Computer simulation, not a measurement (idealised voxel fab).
Process module heading - voxel transistor to metal
cross-section cut | 185 nm wide | cells 5 nm
A cross-section is a grid of square cells, given in bands from the top down. A band is one or more rows of cells. Per band: top height and bottom height in nm, followed by the left-to-right materials and their widths in nm; "edge to edge" marks a single material spanning edge to edge, "empty" marks empty space. Height reference: 0 = level under which incoming wafer is all one material. Lowest band: no bottom, runs on downward, e.g. "z 0 and below". Quick explanation for "30..40": the width changes in equal steps down the rows of cells, from the first number in the band's top row to the second number in its bottom row. Take "no alteration" at face value: in the step it is given for, the cross-section changed in none of its cells. "Enclosed internal cavities": sealed empty spaces, 8 cells or more, no open way to top, listed width x height at distance, with distance from the left edge and width, height and distance in nm. What comes after the settings on a step's line is commentary from the simulator itself on that step. overlay nm: where the mask lay relative to plan, measured to the right, on steps with a mask; negatives go left.
Process steps (planned)
| 1 | RECEIVE [material Si] |
| 2 | CONFORMAL_DEP [material SiO2] [thk nm 5] |
| 3 | CONFORMAL_DEP [material SiN] [thk nm 10] |
| 4 | MASKED_ETCH [tone cover] [mask id ACTIVE] [width nm 100] [etch materials SiN] [depth nm 10] [overlay nm 0] |
| 5 | MASKED_ETCH [tone cover] [mask id ACTIVE] [width nm 100] [etch materials SiO2] [depth nm 5] [overlay nm 0] |
| 6 | MASKED_ETCH [tone cover] [mask id ACTIVE] [width nm 100] [etch materials Si] [depth nm 30] [overlay nm 0] |
| 7 | FILL_DEP [material SiO2] [thk nm 15] |
| 8 | CMP [height nm 15] |
| 9 | SELECTIVE_ETCH [etch materials SiO2] [depth nm 5] |
| 10 | STRIP [etch materials SiN] |
| 11 | SELECTIVE_ETCH [etch materials SiO2] [depth nm 5] |
| 12 | OXIDIZE [depth nm 5] |
| 13 | DIRECTIONAL_DEP [material polySi] [thk nm 30] |
| 14 | DIRECTIONAL_DEP [material SiCN] [thk nm 15] |
| 15 | MASKED_ETCH [tone cover] [mask id GATE] [width nm 20] [etch materials SiCN] [depth nm 25] [overlay nm 0] |
| 16 | MASKED_ETCH [tone cover] [mask id GATE] [width nm 20] [etch materials polySi] [depth nm 40] [overlay nm 0] |
| 17 | CONFORMAL_DEP [material SiN] [thk nm 10] |
| 18 | DIRECTIONAL_ETCH [etch materials SiN] [depth nm 10] |
| 19 | DIRECTIONAL_ETCH [etch materials SiO2] [depth nm 5] |
| 20 | DIRECTIONAL_ETCH [etch materials Si] [depth nm 5] |
| 21 | EPI [material SiGe] [thk nm 5] |
| 22 | FILL_DEP [material SiO2] [thk nm 10] |
| 23 | CMP [height nm 45] |
| 24 | DIRECTIONAL_DEP [material SiO2] [thk nm 10] |
| 25 | MASKED_ETCH [tone open] [mask id CONTACT] [width nm 20] [pitch nm 70] [etch materials SiO2] [depth nm 60] [overlay nm 0] |
| 26 | CONFORMAL_DEP [material TiN] [thk nm 5] |
| 27 | FILL_DEP [material Ru] [thk nm 10] |
| 28 | CMP [height nm 55] |
| 29 | CONFORMAL_DEP [material SiN] [thk nm 5] |
| 30 | DIRECTIONAL_DEP [material SiO2] [thk nm 15] |
| 31 | PATTERN [tone open] [mask id METAL_1] [material resist] [width nm 20] [pitch nm 70] [thk nm 15] [overlay nm 0] |
| 32 | DIRECTIONAL_ETCH [etch materials SiO2] [depth nm 15] |
| 33 | DIRECTIONAL_ETCH [etch materials SiN] [depth nm 5] |
| 34 | STRIP [etch materials resist] |
| 35 | CONFORMAL_DEP [material TiN] [thk nm 5] |
| 36 | FILL_DEP [material Cu] [thk nm 10] |
| 37 | CMP [height nm 75] |
| 38 | CONFORMAL_DEP [material SiCN] [thk nm 5] |
| 39 | DIRECTIONAL_DEP [material lowk] [thk nm 30] |
| 40 | MASKED_ETCH [tone open] [mask id METAL_2_HOLES] [width nm 15] [pitch nm 70] [etch materials lowk] [depth nm 30] [overlay nm 0] |
| 41 | MASKED_ETCH [tone open] [mask id METAL_2] [width nm 20] [pitch nm 70] [etch materials lowk] [depth nm 15] [overlay nm 0] |
| 42 | MASKED_ETCH [tone open] [mask id METAL_2] [width nm 20] [pitch nm 70] [etch materials SiCN] [depth nm 5] [overlay nm 0] |
| 43 | CONFORMAL_DEP [material TiN] [thk nm 5] |
| 44 | FILL_DEP [material Cu] [thk nm 5] |
| 45 | CMP [height nm 110] |
| 46 | CONFORMAL_DEP [material SiN] [thk nm 5] |
The cross-section here shows the wafer as received, i.e. in its state after step 1
* z 0 and below  Si edge to edge
* Enclosed internal cavities: none
Cross-section at module end, one run error; start and plan unchanged from above
* z 115 to 110  SiN edge to edge
* z 110 to 100  45 of lowk  5 of TiN  10 of Cu  5 of TiN  50 of lowk  5 of TiN  10 of Cu  5 of TiN  50 of lowk
* z 100 to 95  45 of lowk  5 of TiN  5 of Cu  10 of TiN  50 of lowk  5 of TiN  5 of Cu  10 of TiN  50 of lowk
* z 95 to 80  45 of lowk  5 of TiN  5 of Cu  5 of TiN  55 of lowk  5 of TiN  5 of Cu  5 of TiN  55 of lowk
* z 80 to 75  45 of SiCN  15 of TiN  55 of SiCN  15 of TiN  55 of SiCN
* z 75 to 60  45 of SiO2  5 of TiN  10 of Cu  5 of TiN  50 of SiO2  5 of TiN  10 of Cu  5 of TiN  50 of SiO2
* z 60 to 55  45 of SiN  20 of TiN  50 of SiN  20 of TiN  50 of SiN
* z 55 to 45  45 of SiO2  5 of TiN  10 of Ru  5 of TiN  50 of SiO2  5 of TiN  10 of Ru  5 of TiN  50 of SiO2
* z 45 to 20  45 of SiO2  5 of TiN  10 of Ru  5 of TiN  5 of SiO2  10 of SiN  20 of polySi  10 of SiN  5 of SiO2  5 of TiN  10 of Ru  5 of TiN  50 of SiO2
* z 20 to 15  45 of SiO2  20 of TiN  50 of SiO2  20 of TiN  50 of SiO2
* z 15 to 5  40 of SiO2  100 of SiN  45 of SiO2
* z 5 to 0  SiO2 edge to edge
* z 0 to -30  40 of SiO2  100 of Si  45 of SiO2
* z -30 and below  Si edge to edge
* Enclosed internal cavities: none
Run error: step 8 was left out
